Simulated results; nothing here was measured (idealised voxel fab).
process module | voxel self aligned contacts
cross-section cut | 250 nm wide | cells 5 nm
A cross-section is a grid of square cells, given in bands from the top down. A band is one or more rows of cells.
Each band's line starts with the height of the band's top and of its bottom, in nm. Then come its materials from left to right, each with its width in nm. One material with "throughout" fills the band from edge to edge. "air" is empty space.
Height 0 is the level under which the wafer as received is all one material. The lowest band goes on downwards, as in "0 down".
A width such as "30 to 40" changes by the same amount from each row of cells to the next, from the band's top row to its bottom row.
"no change" after a step means that no cell of the cross-section changed.
closed voids: empty space of 8 cells or more with no open way to the top, each as width x height at its distance from the left edge, in nm
after a step's settings: what the simulator itself notes on the step
overlay nm, on a step with a mask: how far to the right of its planned place the mask lay; to the left if negative
plan
1 op RECEIVE | material Si
2 op CONFORMAL_DEP | material SiO2 | thk nm 5
3 op DIRECTIONAL_DEP | material polySi | thk nm 30
4 op DIRECTIONAL_DEP | material SiN | thk nm 15
5 op PATTERN | tone cover | mask id GATE | material resist | width nm 35 | pitch nm 60 | thk nm 15 | overlay nm 0
6 op DIRECTIONAL_ETCH | etch materials SiN | depth nm 15
7 op DIRECTIONAL_ETCH | etch materials polySi | depth nm 30
8 op STRIP | etch materials resist
9 op CONFORMAL_DEP | material SiN | thk nm 5
10 op DIRECTIONAL_ETCH | etch materials SiN | depth nm 5
11 op FILL_DEP | material SiO2 | thk nm 15
12 op CMP | height nm 60
13 op PATTERN | tone open | mask id CONTACT | material resist | width nm 35 | pitch nm 60 | thk nm 15 | overlay nm 0
14 op DIRECTIONAL_ETCH | etch materials SiO2 | depth nm 60
15 op STRIP | etch materials resist
16 op CONFORMAL_DEP | material TiN | thk nm 5
17 op FILL_DEP | material Ru | thk nm 5
18 op CMP | height nm 60
19 op CONFORMAL_DEP | material SiCN | thk nm 5
as received, after step 1
  0 down: Si throughout
  closed voids: none
a wafer at the end: this start, this plan, one mistake
  65 to 60: SiCN throughout
  60 to 55: Ru throughout
  55 to 50: TiN 90 | Ru 5 | TiN 55 | Ru 5 | TiN 95
  50 to 35: SiO2 40 | SiN 45 | TiN 5 | Ru 5 | TiN 5 | SiN 45 | TiN 5 | Ru 5 | TiN 5 | SiN 45 | SiO2 45
  35 to 5: SiO2 40 | SiN 5 | polySi 35 | SiN 5 | TiN 5 | Ru 5 | TiN 5 | SiN 5 | polySi 35 | SiN 5 | TiN 5 | Ru 5 | TiN 5 | SiN 5 | polySi 35 | SiN 5 | SiO2 45
  5 to 0: SiO2 85 | TiN 15 | SiO2 45 | TiN 15 | SiO2 90
  0 down: Si throughout
  closed voids: none
what went wrong: step 12 ran as: op CMP | height nm 50
